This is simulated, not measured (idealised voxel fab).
process module | voxel spacer lines
cross-section cut | 210 nm wide | cells 5 nm
A cross-section is a grid of square cells, given in bands from the top down. A band is one or more rows of cells.
Each band's line starts with the height of the band's top and of its bottom, in nm. Then come its materials from left to right, each with its width in nm. One material with "throughout" fills the band from edge to edge. "air" is empty space.
Height 0 is the level under which the wafer as received is all one material. The lowest band goes on downwards, as in "0 down".
A width such as "30 to 40" changes by the same amount from each row of cells to the next, from the band's top row to its bottom row.
"no change" after a step means that no cell of the cross-section changed.
closed voids: empty space of 8 cells or more with no open way to the top, each as width x height at its distance from the left edge, in nm
after a step's settings: what the simulator itself notes on the step
overlay nm, on a step with a mask: how far to the right of its planned place the mask lay; to the left if negative
plan
1 op RECEIVE | material Si
2 op CONFORMAL_DEP | material Al2O3 | thk nm 5
3 op DIRECTIONAL_DEP | material polySi | thk nm 20
4 op DIRECTIONAL_DEP | material aC | thk nm 30
5 op PATTERN | tone cover | mask id MANDREL | material resist | width nm 25 | pitch nm 70 | thk nm 40 | overlay nm 0
6 op DIRECTIONAL_ETCH | etch materials aC | depth nm 30
7 op STRIP | etch materials resist
8 op CONFORMAL_DEP | material SiN | thk nm 10
9 op DIRECTIONAL_ETCH | etch materials SiN | depth nm 10
10 op STRIP | etch materials aC
11 op DIRECTIONAL_ETCH | etch materials polySi | depth nm 20
12 op STRIP | etch materials SiN
13 op FILL_DEP | material SiO2 | thk nm 5
14 op CMP | height nm 25
as received, after step 1
  0 down: Si throughout
  closed voids: none
a wafer at the end: this start, this plan, one mistake
  25 to 20: SiO2 throughout
  20 to 0: SiO2 45 | polySi 10 | SiO2 25 | polySi 10 | SiO2 25 | polySi 10 | SiO2 25 | polySi 10 | SiO2 50
  0 down: Si throughout
  closed voids: none
what went wrong: step 2 was left out
